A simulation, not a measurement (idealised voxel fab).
Title: Process Module voxel transistor to metal
Square cells of 5 nm make up the cross-section cut, whose width is 300 nm.
Cross-section format: a grid of square cells, given as bands from top to bottom; each band is one or more rows of cells. Read a band's entry like this: the first values are the height of its top and the height of its bottom in nm, and what follows is the sequence of materials from left to right, each with its width in nm. Note that "air" is empty space, and that a single material marked "edge to edge" reaches across the band from edge to edge. It should be noted that heights are counted from 0, beneath which the wafer as supplied is of one material throughout, and that the lowest band possesses no lower boundary but continues downward, as written in "z 0 and below". Think of "30->40" as a width that walks from the first number to the second as you go down the band, top row to bottom row, taking equal-sized steps from row to row. Reading "changes: none" for a step: not a cell of the cross-section changed in it. So "Entrapped void list" is basically the list of trapped voids: any empty space of 8 cells or more that can't reach the top through an opening. They're written width x height at distance, the distance being from the left edge, and it's all nm. If you see something after the settings on a step's line, that's the simulator's own remark about that step. The line of a step may include "overlay nm". On a step with a mask, this value is how far to the right of its planned place the mask lay. A negative value means the mask lay to the left.

-- plan
- 1: RECEIVE, material Si
- 2: CONFORMAL_DEP, material SiO2, thk nm 5
- 3: CONFORMAL_DEP, material SiN, thk nm 10
- 4: DIRECTIONAL_DEP, material aC, thk nm 15
- 5: PATTERN, tone cover, mask id ACTIVE, material resist, width nm 105, pitch nm 135, thk nm 30, overlay nm 0
- 6: DIRECTIONAL_ETCH, etch materials aC, depth nm 15
- 7: STRIP, etch materials resist
- 8: DIRECTIONAL_ETCH, etch materials SiN, depth nm 10
- 9: DIRECTIONAL_ETCH, etch materials SiO2, depth nm 5
- 10: DIRECTIONAL_ETCH, etch materials Si, depth nm 35
- 11: STRIP, etch materials aC
- 12: FILL_DEP, material SiO2, thk nm 15
- 13: CMP, height nm 15
- 14: SELECTIVE_ETCH, etch materials SiO2, depth nm 5
- 15: STRIP, etch materials SiN
- 16: SELECTIVE_ETCH, etch materials SiO2, depth nm 5
- 17: OXIDIZE, depth nm 5
- 18: DIRECTIONAL_DEP, material polySi, thk nm 20
- 19: DIRECTIONAL_DEP, material SiCN, thk nm 15
- 20: DIRECTIONAL_DEP, material aC, thk nm 15
- 21: PATTERN, tone cover, mask id GATE, material resist, width nm 25, pitch nm 135, thk nm 30, overlay nm 0
- 22: DIRECTIONAL_ETCH, etch materials aC, depth nm 15
- 23: STRIP, etch materials resist
- 24: DIRECTIONAL_ETCH, etch materials SiCN, depth nm 25
- 25: DIRECTIONAL_ETCH, etch materials polySi, depth nm 30
- 26: STRIP, etch materials aC
- 27: CONFORMAL_DEP, material SiO2, thk nm 5
- 28: DIRECTIONAL_ETCH, etch materials SiO2, depth nm 5
- 29: CONFORMAL_DEP, material SiN, thk nm 5
- 30: DIRECTIONAL_ETCH, etch materials SiN, depth nm 5
- 31: DIRECTIONAL_ETCH, etch materials SiO2, depth nm 5
- 32: DIRECTIONAL_ETCH, etch materials Si, depth nm 15
- 33: EPI, material nSi, thk nm 15
- 34: FILL_DEP, material SiO2, thk nm 10
- 35: CMP, height nm 35
- 36: DIRECTIONAL_DEP, material SiO2, thk nm 15
- 37: PATTERN, tone open, mask id CONTACT, material resist, width nm 20, thk nm 15, overlay nm 0
- 38: DIRECTIONAL_ETCH, etch materials SiO2, depth nm 40
- 39: STRIP, etch materials resist
- 40: CONFORMAL_DEP, material TiN, thk nm 5
- 41: FILL_DEP, material W, thk nm 5
- 42: CMP, height nm 50
- 43: CONFORMAL_DEP, material SiCN, thk nm 5
- 44: DIRECTIONAL_DEP, material SiO2, thk nm 25
- 45: PATTERN, tone open, mask id METAL_1, material resist, width nm 20, thk nm 15, overlay nm 0
- 46: DIRECTIONAL_ETCH, etch materials SiO2, depth nm 25
- 47: DIRECTIONAL_ETCH, etch materials SiCN, depth nm 5
- 48: STRIP, etch materials resist
- 49: CONFORMAL_DEP, material TiN, thk nm 5
- 50: FILL_DEP, material W, thk nm 10
- 51: CMP, height nm 80
- 52: CONFORMAL_DEP, material SiCN, thk nm 5

-- Shown in cross-section is the wafer as received, that is, as it stands after step 1
* z 0 and below  Si edge to edge
* Entrapped void list: none

-- Cross-section: first of two wafers, module finished, run according to plan
* z 85 to 80  SiCN edge to edge
* z 80 to 55  SiO2 35 nm / TiN 5 nm / W 10 nm / TiN 5 nm / SiO2 55 nm / TiN 5 nm / W 10 nm / TiN 5 nm / SiO2 40 nm / TiN 5 nm / W 10 nm / TiN 5 nm / SiO2 55 nm / TiN 5 nm / W 10 nm / TiN 5 nm / SiO2 35 nm
* z 55 to 50  SiCN 35 nm / TiN 20 nm / SiCN 55 nm / TiN 20 nm / SiCN 40 nm / TiN 20 nm / SiCN 55 nm / TiN 20 nm / SiCN 35 nm
* z 50 to 35  SiO2 35 nm / TiN 5 nm / W 10 nm / TiN 5 nm / SiO2 55 nm / TiN 5 nm / W 10 nm / TiN 5 nm / SiO2 40 nm / TiN 5 nm / W 10 nm / TiN 5 nm / SiO2 55 nm / TiN 5 nm / W 10 nm / TiN 5 nm / SiO2 35 nm
* z 35 to 20  SiO2 35 nm / TiN 5 nm / W 10 nm / TiN 5 nm / SiO2 5 nm / SiN 5 nm / SiO2 5 nm / SiCN 25 nm / SiO2 5 nm / SiN 5 nm / SiO2 5 nm / TiN 5 nm / W 10 nm / TiN 5 nm / SiO2 40 nm / TiN 5 nm / W 10 nm / TiN 5 nm / SiO2 5 nm / SiN 5 nm / SiO2 5 nm / SiCN 25 nm / SiO2 5 nm / SiN 5 nm / SiO2 5 nm / TiN 5 nm / W 10 nm / TiN 5 nm / SiO2 35 nm
* z 20 to 15  SiO2 35 nm / TiN 5 nm / W 10 nm / TiN 5 nm / SiO2 5 nm / SiN 5 nm / SiO2 5 nm / polySi 25 nm / SiO2 5 nm / SiN 5 nm / SiO2 5 nm / TiN 5 nm / W 10 nm / TiN 5 nm / SiO2 40 nm / TiN 5 nm / W 10 nm / TiN 5 nm / SiO2 5 nm / SiN 5 nm / SiO2 5 nm / polySi 25 nm / SiO2 5 nm / SiN 5 nm / SiO2 5 nm / TiN 5 nm / W 10 nm / TiN 5 nm / SiO2 35 nm
* z 15 to 10  SiO2 35 nm / TiN 20 nm / SiO2 5 nm / SiN 5 nm / SiO2 5 nm / polySi 25 nm / SiO2 5 nm / SiN 5 nm / SiO2 5 nm / TiN 20 nm / SiO2 40 nm / TiN 20 nm / SiO2 5 nm / SiN 5 nm / SiO2 5 nm / polySi 25 nm / SiO2 5 nm / SiN 5 nm / SiO2 5 nm / TiN 20 nm / SiO2 35 nm
* z 10 to 5  SiO2 30 nm / nSi 30 nm / SiN 5 nm / SiO2 5 nm / polySi 25 nm / SiO2 5 nm / SiN 5 nm / nSi 30 nm / SiO2 30 nm / nSi 30 nm / SiN 5 nm / SiO2 5 nm / polySi 25 nm / SiO2 5 nm / SiN 5 nm / nSi 30 nm / SiO2 30 nm
* z 5 to 0  SiO2 30 nm / SiN 5 nm / nSi 25 nm / SiN 5 nm / SiO2 5 nm / polySi 25 nm / SiO2 5 nm / SiN 5 nm / nSi 25 nm / SiN 5 nm / SiO2 30 nm / SiN 5 nm / nSi 25 nm / SiN 5 nm / SiO2 5 nm / polySi 25 nm / SiO2 5 nm / SiN 5 nm / nSi 25 nm / SiN 5 nm / SiO2 30 nm
* z 0 to -5  SiO2 35 nm / nSi 25 nm / SiO2 45 nm / nSi 25 nm / SiO2 40 nm / nSi 25 nm / SiO2 45 nm / nSi 25 nm / SiO2 35 nm
* z -5 to -20  SiO2 30 nm / Si 5 nm / nSi 25 nm / Si 45 nm / nSi 25 nm / Si 5 nm / SiO2 30 nm / Si 5 nm / nSi 25 nm / Si 45 nm / nSi 25 nm / Si 5 nm / SiO2 30 nm
* z -20 to -35  SiO2 30 nm / Si 105 nm / SiO2 30 nm / Si 105 nm / SiO2 30 nm
* z -35 and below  Si edge to edge
* Entrapped void list: none

-- Second wafer through the module, sectioned at the end: same beginning and same plan as the first wafer, with one mistake in carrying it out
* z 85 to 80  SiCN edge to edge
* z 80 to 55  SiO2 30 nm / TiN 5 nm / W 20 nm / TiN 5 nm / SiO2 45 nm / TiN 5 nm / W 20 nm / TiN 5 nm / SiO2 30 nm / TiN 5 nm / W 20 nm / TiN 5 nm / SiO2 45 nm / TiN 5 nm / W 20 nm / TiN 5 nm / SiO2 30 nm
* z 55 to 50  SiCN 30 nm / TiN 30 nm / SiCN 45 nm / TiN 30 nm / SiCN 30 nm / TiN 30 nm / SiCN 45 nm / TiN 30 nm / SiCN 30 nm
* z 50 to 35  SiO2 35 nm / TiN 5 nm / W 10 nm / TiN 5 nm / SiO2 55 nm / TiN 5 nm / W 10 nm / TiN 5 nm / SiO2 40 nm / TiN 5 nm / W 10 nm / TiN 5 nm / SiO2 55 nm / TiN 5 nm / W 10 nm / TiN 5 nm / SiO2 35 nm
* z 35 to 20  SiO2 35 nm / TiN 5 nm / W 10 nm / TiN 5 nm / SiO2 5 nm / SiN 5 nm / SiO2 5 nm / SiCN 25 nm / SiO2 5 nm / SiN 5 nm / SiO2 5 nm / TiN 5 nm / W 10 nm / TiN 5 nm / SiO2 40 nm / TiN 5 nm / W 10 nm / TiN 5 nm / SiO2 5 nm / SiN 5 nm / SiO2 5 nm / SiCN 25 nm / SiO2 5 nm / SiN 5 nm / SiO2 5 nm / TiN 5 nm / W 10 nm / TiN 5 nm / SiO2 35 nm
* z 20 to 15  SiO2 35 nm / TiN 5 nm / W 10 nm / TiN 5 nm / SiO2 5 nm / SiN 5 nm / SiO2 5 nm / polySi 25 nm / SiO2 5 nm / SiN 5 nm / SiO2 5 nm / TiN 5 nm / W 10 nm / TiN 5 nm / SiO2 40 nm / TiN 5 nm / W 10 nm / TiN 5 nm / SiO2 5 nm / SiN 5 nm / SiO2 5 nm / polySi 25 nm / SiO2 5 nm / SiN 5 nm / SiO2 5 nm / TiN 5 nm / W 10 nm / TiN 5 nm / SiO2 35 nm
* z 15 to 10  SiO2 35 nm / TiN 20 nm / SiO2 5 nm / SiN 5 nm / SiO2 5 nm / polySi 25 nm / SiO2 5 nm / SiN 5 nm / SiO2 5 nm / TiN 20 nm / SiO2 40 nm / TiN 20 nm / SiO2 5 nm / SiN 5 nm / SiO2 5 nm / polySi 25 nm / SiO2 5 nm / SiN 5 nm / SiO2 5 nm / TiN 20 nm / SiO2 35 nm
* z 10 to 5  SiO2 30 nm / nSi 30 nm / SiN 5 nm / SiO2 5 nm / polySi 25 nm / SiO2 5 nm / SiN 5 nm / nSi 30 nm / SiO2 30 nm / nSi 30 nm / SiN 5 nm / SiO2 5 nm / polySi 25 nm / SiO2 5 nm / SiN 5 nm / nSi 30 nm / SiO2 30 nm
* z 5 to 0  SiO2 30 nm / SiN 5 nm / nSi 25 nm / SiN 5 nm / SiO2 5 nm / polySi 25 nm / SiO2 5 nm / SiN 5 nm / nSi 25 nm / SiN 5 nm / SiO2 30 nm / SiN 5 nm / nSi 25 nm / SiN 5 nm / SiO2 5 nm / polySi 25 nm / SiO2 5 nm / SiN 5 nm / nSi 25 nm / SiN 5 nm / SiO2 30 nm
* z 0 to -5  SiO2 35 nm / nSi 25 nm / SiO2 45 nm / nSi 25 nm / SiO2 40 nm / nSi 25 nm / SiO2 45 nm / nSi 25 nm / SiO2 35 nm
* z -5 to -20  SiO2 30 nm / Si 5 nm / nSi 25 nm / Si 45 nm / nSi 25 nm / Si 5 nm / SiO2 30 nm / Si 5 nm / nSi 25 nm / Si 45 nm / nSi 25 nm / Si 5 nm / SiO2 30 nm
* z -20 to -35  SiO2 30 nm / Si 105 nm / SiO2 30 nm / Si 105 nm / SiO2 30 nm
* z -35 and below  Si edge to edge
* Entrapped void list: none
The plan and the run diverged here: off-plan run, step 45, actual operation and settings PATTERN, tone open, mask id METAL_1, material resist, width nm 30, thk nm 15, overlay nm 0
Materials where the second wafer ends with more or fewer cells than the first: SiCN -8 | SiO2 -40 | TiN +8 | W +40
